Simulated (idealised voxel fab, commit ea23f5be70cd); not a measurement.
Title: Process Module voxel capacitor over wiring
Shown is cross-section cut, with a width of 230 nm and square cells of size 5 nm.
Cross-section layout: square cells on a grid; listed as bands, top to bottom; a band spans one or more cell rows.
Basically the band line says how high the top is and how high the bottom is, in nm, and then what's in it from left to right, every material with its width in nm. Empty space shows up as "air", and if a single material carries "all across" it runs the full band edge to edge.
A quick word on heights: they are counted from 0, and under that level the wafer as it came to us is one material throughout. The lowest band is different from the rest in having no bottom; it simply continues downward, written as in "0 down".
Quick explanation for "30 to 40": the width changes in equal steps down the rows of cells, from the first number in the band's top row to the second number in its bottom row.
"nothing got changed" -> step changed no cross-section cell.
"Closed internal cavities" specifies each empty space that is not open to the top and that occupies no fewer than 8 cells, using the form width x height at distance, the distance measured from the left edge and all three quantities in nm.
Past the settings on a step's line: simulator remark, on that step.
Among the settings permitted on a step's line is "overlay nm"; applied to a step with a mask, it specifies the extent to which the mask lay to the right of its planned position, whereas a negative figure signifies a position to the left.

## Steps planned for the process
1. RECEIVE | material Si
2. CONFORMAL_DEP | material SiO2 | thk nm 15
3. CONFORMAL_DEP | material SiCN | thk nm 5
4. DIRECTIONAL_DEP | material lowk | thk nm 15
5. PATTERN | tone open | mask id METAL_1 | material resist | width nm 25 | pitch nm 75 | thk nm 15 | overlay nm 0
6. DIRECTIONAL_ETCH | etch materials lowk | depth nm 15
7. DIRECTIONAL_ETCH | etch materials SiCN | depth nm 5
8. STRIP | etch materials resist
9. CONFORMAL_DEP | material TiN | thk nm 5
10. FILL_DEP | material Ru | thk nm 5
11. CMP | height nm 35
12. EPI | material Ru | thk nm 5
13. FILL_DEP | material SiCN | thk nm 5
14. DIRECTIONAL_DEP | material SiO2 | thk nm 20
15. DIRECTIONAL_DEP | material aC | thk nm 10
16. PATTERN | tone open | mask id PLUG_1 | material resist | width nm 15 | thk nm 30 | overlay nm 0
17. DIRECTIONAL_ETCH | etch materials aC | depth nm 10
18. STRIP | etch materials resist
19. DIRECTIONAL_ETCH | etch materials SiO2 | depth nm 20
20. DIRECTIONAL_ETCH | etch materials SiCN | depth nm 5
21. STRIP | etch materials aC
22. CONFORMAL_DEP | material TiN | thk nm 5
23. FILL_DEP | material W | thk nm 10
24. CMP | height nm 65
25. DIRECTIONAL_DEP | material TiN | thk nm 5
26. DIRECTIONAL_DEP | material HfO2 | thk nm 5
27. DIRECTIONAL_DEP | material TiN | thk nm 5
28. MASKED_ETCH | tone cover | mask id UPPER_PLATE | width nm 55 | etch materials TiN | depth nm 5 | overlay nm 0
29. MASKED_ETCH | tone cover | mask id UPPER_PLATE | width nm 55 | etch materials HfO2 | depth nm 5 | overlay nm 0
30. MASKED_ETCH | tone cover | mask id LOWER_PLATE | width nm 65 | etch materials TiN | depth nm 5 | overlay nm 0
31. FILL_DEP | material SiO2 | thk nm 15
32. CMP | height nm 90
33. MASKED_ETCH | tone open | mask id PLUG_2 | width nm 15 | etch materials SiO2 | depth nm 10 | overlay nm 0
34. CONFORMAL_DEP | material TiN | thk nm 5
35. FILL_DEP | material Cu | thk nm 5
36. CMP | height nm 90
37. CONFORMAL_DEP | material SiN | thk nm 5

## Cross-section of the incoming wafer, state after step 1
    0 down  Si all across
    Closed internal cavities: none

## Wafer cross-section at end of module: start and plan as shown above, one execution error
    95 to 90  SiN all across
    90 to 85  SiO2 85 nm / TiN 5 nm / Cu 5 nm / TiN 5 nm / SiO2 130 nm
    85 to 75  SiO2 85 to 75 nm / TiN 15 to 55 nm / SiO2 130 to 100 nm
    75 to 70  SiO2 75 nm / HfO2 55 nm / SiO2 100 nm
    70 to 65  SiO2 70 nm / TiN 65 nm / SiO2 95 nm
    65 to 60  W 55 nm / TiN 25 nm / W 5 nm / TiN 15 nm / W 30 nm / TiN 45 nm / W 55 nm
    60 to 55  TiN 60 nm / SiO2 15 nm / TiN 5 nm / W 5 nm / TiN 5 nm / SiO2 5 nm / TiN 40 nm / SiO2 35 nm / TiN 60 nm
    55 to 45  SiO2 75 nm / TiN 5 nm / W 5 nm / TiN 5 nm / SiO2 140 nm
    45 to 40  SiO2 75 nm / TiN 15 nm / SiO2 140 nm
    40 to 35  SiO2 60 nm / Ru 35 nm / SiO2 40 nm / Ru 35 nm / SiO2 60 nm
    35 to 20  lowk 65 nm / TiN 5 nm / Ru 15 nm / TiN 5 nm / lowk 50 nm / TiN 5 nm / Ru 15 nm / TiN 5 nm / lowk 65 nm
    20 to 15  SiCN 65 nm / TiN 25 nm / SiCN 50 nm / TiN 25 nm / SiCN 65 nm
    15 to 0  SiO2 all across
    0 down  Si all across
    Closed internal cavities: none
In executing the process, a mistake was made relative to the plan: plan step 13 was not performed, having been skipped
